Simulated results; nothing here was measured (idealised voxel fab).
process module | voxel air gaps
cross-section cut | 295 nm wide | cells 5 nm
A cross-section is a grid of square cells, given in bands from the top down. A band is one or more rows of cells.
Each band's line starts with the height of the band's top and of its bottom, in nm. Then come its materials from left to right, each with its width in nm. One material with "throughout" fills the band from edge to edge. "air" is empty space.
Height 0 is the level under which the wafer as received is all one material. The lowest band goes on downwards, as in "0 down".
A width such as "30 to 40" changes by the same amount from each row of cells to the next, from the band's top row to its bottom row.
"no change" after a step means that no cell of the cross-section changed.
closed voids: empty space of 8 cells or more with no open way to the top, each as width x height at its distance from the left edge, in nm
after a step's settings: what the simulator itself notes on the step
overlay nm, on a step with a mask: how far to the right of its planned place the mask lay; to the left if negative
plan
1 op RECEIVE | material Si
2 op CONFORMAL_DEP | material SiO2 | thk nm 15
3 op CONFORMAL_DEP | material SiCN | thk nm 5
4 op DIRECTIONAL_DEP | material lowk | thk nm 40
5 op MASKED_ETCH | tone open | mask id LINES | width nm 15 | pitch nm 50 | etch materials lowk | depth nm 40 | overlay nm 0
6 op CONFORMAL_DEP | material TiN | thk nm 5
7 op FILL_DEP | material W | thk nm 5
8 op CMP | height nm 60
9 op EPI | material Ru | thk nm 10
10 op SELECTIVE_ETCH | etch materials lowk | depth nm 50
11 op CONFORMAL_DEP | material SiCN | thk nm 5
varied across the wafers: width nm of step 5. The plan shows the first wafer's value. All wafers start alike
first wafer as received, after step 1
  0 down: Si throughout
  closed voids: none
first wafer at the end, after step 11
  75 to 70: air 50 | SiCN 45 | air 5 | SiCN 45 | air 5 | SiCN 45 | air 5 | SiCN 45 | air 50
  70 to 60: air 50 | SiCN 5 | Ru 35 | SiCN 5 | air 5 | SiCN 5 | Ru 35 | SiCN 5 | air 5 | SiCN 5 | Ru 35 | SiCN 5 | air 5 | SiCN 5 | Ru 35 | SiCN 5 | air 50
  60 to 55: air 50 | SiCN 15 | TiN 5 | W 5 | TiN 5 | SiCN 15 | air 5 | SiCN 15 | TiN 5 | W 5 | TiN 5 | SiCN 15 | air 5 | SiCN 15 | TiN 5 | W 5 | TiN 5 | SiCN 15 | air 5 | SiCN 15 | TiN 5 | W 5 | TiN 5 | SiCN 15 | air 50
  55 to 25: air 60 | SiCN 5 | TiN 5 | W 5 | TiN 5 | SiCN 5 | air 25 | SiCN 5 | TiN 5 | W 5 | TiN 5 | SiCN 5 | air 25 | SiCN 5 | TiN 5 | W 5 | TiN 5 | SiCN 5 | air 25 | SiCN 5 | TiN 5 | W 5 | TiN 5 | SiCN 5 | air 60
  25 to 20: SiCN 65 | TiN 15 | SiCN 35 | TiN 15 | SiCN 35 | TiN 15 | SiCN 35 | TiN 15 | SiCN 65
  20 to 15: SiCN throughout
  15 to 0: SiO2 throughout
  0 down: Si throughout
  closed voids: none
last wafer at the end
  75 to 70: air 40 | SiCN 215 | air 40
  70 to 60: air 40 | SiCN 5 | Ru 205 | SiCN 5 | air 40
  60 to 55: air 40 | SiCN 15 | TiN 5 | W 25 | TiN 5 | lowk 15 | TiN 5 | W 25 | TiN 5 | lowk 15 | TiN 5 | W 25 | TiN 5 | lowk 15 | TiN 5 | W 25 | TiN 5 | SiCN 15 | air 40
  55 to 25: air 50 | SiCN 5 | TiN 5 | W 25 | TiN 5 | lowk 15 | TiN 5 | W 25 | TiN 5 | lowk 15 | TiN 5 | W 25 | TiN 5 | lowk 15 | TiN 5 | W 25 | TiN 5 | SiCN 5 | air 50
  25 to 20: SiCN 55 | TiN 35 | lowk 15 | TiN 35 | lowk 15 | TiN 35 | lowk 15 | TiN 35 | SiCN 55
  20 to 15: SiCN throughout
  15 to 0: SiO2 throughout
  0 down: Si throughout
  closed voids: none
each wafer at the end: cells of each material gained (+) or lost (-) since it was received, then its closed voids
width nm 15 | +56 Ru | +230 SiCN | +177 SiO2 | +68 TiN | +28 W | closed voids: none
width nm 20 | +64 Ru | +230 SiCN | +177 SiO2 | +72 TiN | +56 W | closed voids: 20 x 30 at 85; 20 x 30 at 135; 20 x 30 at 185
width nm 25 | +72 Ru | +218 SiCN | +177 SiO2 | +76 TiN | +84 W | closed voids: 15 x 30 at 90; 15 x 30 at 140; 15 x 30 at 190
width nm 30 | +80 Ru | +146 SiCN | +177 SiO2 | +80 TiN | +112 W | +96 lowk | closed voids: none
width nm 35 | +82 Ru | +146 SiCN | +177 SiO2 | +84 TiN | +140 W | +72 lowk | closed voids: none
